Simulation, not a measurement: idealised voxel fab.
Documented hereafter: the process module known as voxel trench capacitor.
250 nm wide, 5 nm square cells: that's cross-section cut.
A cross-section in this document is a grid of square cells, and it is written down as bands, the top band listed before the ones below it; a band is made up of one or more rows of cells. The band entry comprises the height of the band's top followed by the height of its bottom, expressed in nm, and subsequently the band's materials from left to right, each stated together with its width in nm. Where a single material is marked with the word "everywhere", that material fills the band from edge to edge. The word "air" represents empty space. Height is counted from the level 0, under which the received wafer is composed throughout of one material. The lowest of the bands is not closed at the bottom but continues downward, in the notation "z 0 and below". Read "30..40" as a graded width: first number on top, second number at the bottom, same change between each pair of neighbouring rows. Given "remained the same" for a step, no cell of the cross-section differs between before and after that step. Empty spaces without an open route to the top, at least 8 cells in extent, make up the entry "Fully enclosed voids"; each is given as width x height at distance, where the distance is measured from the left edge, and all are in nm. Step line, after settings: the simulator's comment on this step. overlay nm, on a step with a mask: how far to the right of its planned place the mask lay; to the left if negative.
Below is the list of planned process steps
1) RECEIVE with material Si
2) CONFORMAL_DEP with material SiN, thk nm 10
3) DIRECTIONAL_DEP with material aC, thk nm 15
4) PATTERN with tone open, mask id TRENCH, material resist, width nm 30, pitch nm 60, thk nm 35, overlay nm 0
5) DIRECTIONAL_ETCH with etch materials aC, depth nm 15
6) STRIP with etch materials resist
7) DIRECTIONAL_ETCH with etch materials SiN, depth nm 10
8) DIRECTIONAL_ETCH with etch materials Si, depth nm 25
9) STRIP with etch materials aC
10) CONFORMAL_DEP with material Al2O3, thk nm 5
11) CONFORMAL_DEP with material TiN, thk nm 5
12) FILL_DEP with material W, thk nm 5
13) CMP with height nm 10
Delivered wafer in cross-section: state after step 1
	z 0 and below = Si everywhere
	Fully enclosed voids: none
Starting structure and process plan are as shown above, but one mistake was made in running the module; the wafer cross-section at the end of the module follows
	z 10 to 0 = SiN 70 nm, then Al2O3 5 nm, then TiN 5 nm, then W 10 nm, then TiN 5 nm, then Al2O3 5 nm, then SiN 30 nm, then Al2O3 5 nm, then TiN 5 nm, then W 10 nm, then TiN 5 nm, then Al2O3 5 nm, then SiN 90 nm
	z 0 to -15 = Si 70 nm, then Al2O3 5 nm, then TiN 5 nm, then W 10 nm, then TiN 5 nm, then Al2O3 5 nm, then Si 30 nm, then Al2O3 5 nm, then TiN 5 nm, then W 10 nm, then TiN 5 nm, then Al2O3 5 nm, then Si 90 nm
	z -15 to -20 = Si 70 nm, then Al2O3 5 nm, then TiN 20 nm, then Al2O3 5 nm, then Si 30 nm, then Al2O3 5 nm, then TiN 20 nm, then Al2O3 5 nm, then Si 90 nm
	z -20 to -25 = Si 70 nm, then Al2O3 30 nm, then Si 30 nm, then Al2O3 30 nm, then Si 90 nm
	z -25 and below = Si everywhere
	Fully enclosed voids: none
It is concluded that the wafer was processed incorrectly with respect to the plan, in that for step 4, the planned setting was not used; the step was instead run as PATTERN with tone open, mask id TRENCH, material resist, width nm 30, pitch nm 60, thk nm 35, overlay nm -10
